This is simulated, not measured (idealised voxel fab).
Process module heading - voxel trench capacitor
Cross-section cut: width 190 nm, square cells of 5 nm.
Think of the cross-section as a grid of square cells. We describe it in bands, top to bottom, and each band covers one or more rows of those cells. Read a band's entry like this: the first values are the height of its top and the height of its bottom in nm, and what follows is the sequence of materials from left to right, each with its width in nm. Note that "air" is empty space, and that a single material marked "everywhere" reaches across the band from edge to edge. We count height from 0. Below that, the starting wafer is all one material. The lowest band never ends at the bottom but goes on down; see "0..down" for how that is written. Quick explanation for "30 to 40": the width changes in equal steps down the rows of cells, from the first number in the band's top row to the second number in its bottom row. "no modification" (step): cross-section cells unchanged, all of them. "Trapped voids" lists enclosed empty spaces (at least 8 cells, no open path upward to the top), each as width x height at distance from the left edge, in nm. Formally, on a step line, whatever follows the settings is a remark that the simulator itself makes on the step. overlay nm: right-of-plan distance of the mask on a masked step; negative values mean left-of-plan.

STEPS IN THE PROCESS PLAN
step 1: RECEIVE with material Si
step 2: CONFORMAL_DEP with material SiN, thk nm 10
step 3: DIRECTIONAL_DEP with material aC, thk nm 10
step 4: PATTERN with tone open, mask id TRENCH, material resist, width nm 30, pitch nm 45, thk nm 30, overlay nm 0
step 5: DIRECTIONAL_ETCH with etch materials aC, depth nm 10
step 6: STRIP with etch materials resist
step 7: DIRECTIONAL_ETCH with etch materials SiN, depth nm 10
step 8: DIRECTIONAL_ETCH with etch materials Si, depth nm 35
step 9: STRIP with etch materials aC
step 10: CONFORMAL_DEP with material Al2O3, thk nm 5
step 11: CONFORMAL_DEP with material TiN, thk nm 5
step 12: FILL_DEP with material W, thk nm 5
step 13: CMP with height nm 10

DELIVERED WAFER IN CROSS-SECTION: STATE AFTER STEP 1
* 0..down: Si everywhere
* Trapped voids: none

THE CROSS-SECTION SHOWN CORRESPONDS TO THE WAFER AT THE CONCLUSION OF THE MODULE. THE INITIAL STRUCTURE AND THE PROCESS PLAN ARE THOSE PRESENTED ABOVE; HOWEVER, ONE MISTAKE OCCURRED IN EXECUTING THE PLAN
* 10..0: 55 nm SiN, 5 nm Al2O3, 5 nm TiN, 10 nm Al2O3, 5 nm TiN, 5 nm Al2O3, 15 nm SiN, 5 nm Al2O3, 5 nm TiN, 10 nm Al2O3, 5 nm TiN, 5 nm Al2O3, 60 nm SiN
* 0..-25: 55 nm Si, 5 nm Al2O3, 5 nm TiN, 10 nm Al2O3, 5 nm TiN, 5 nm Al2O3, 15 nm Si, 5 nm Al2O3, 5 nm TiN, 10 nm Al2O3, 5 nm TiN, 5 nm Al2O3, 60 nm Si
* -25..-30: 55 nm Si, 5 nm Al2O3, 20 nm TiN, 5 nm Al2O3, 15 nm Si, 5 nm Al2O3, 20 nm TiN, 5 nm Al2O3, 60 nm Si
* -30..-35: 55 nm Si, 30 nm Al2O3, 15 nm Si, 30 nm Al2O3, 60 nm Si
* -35..down: Si everywhere
* Trapped voids: none
The mistake made against the process plan was this: planned and actual differ for step 12; actual: FILL_DEP with material Al2O3, thk nm 5
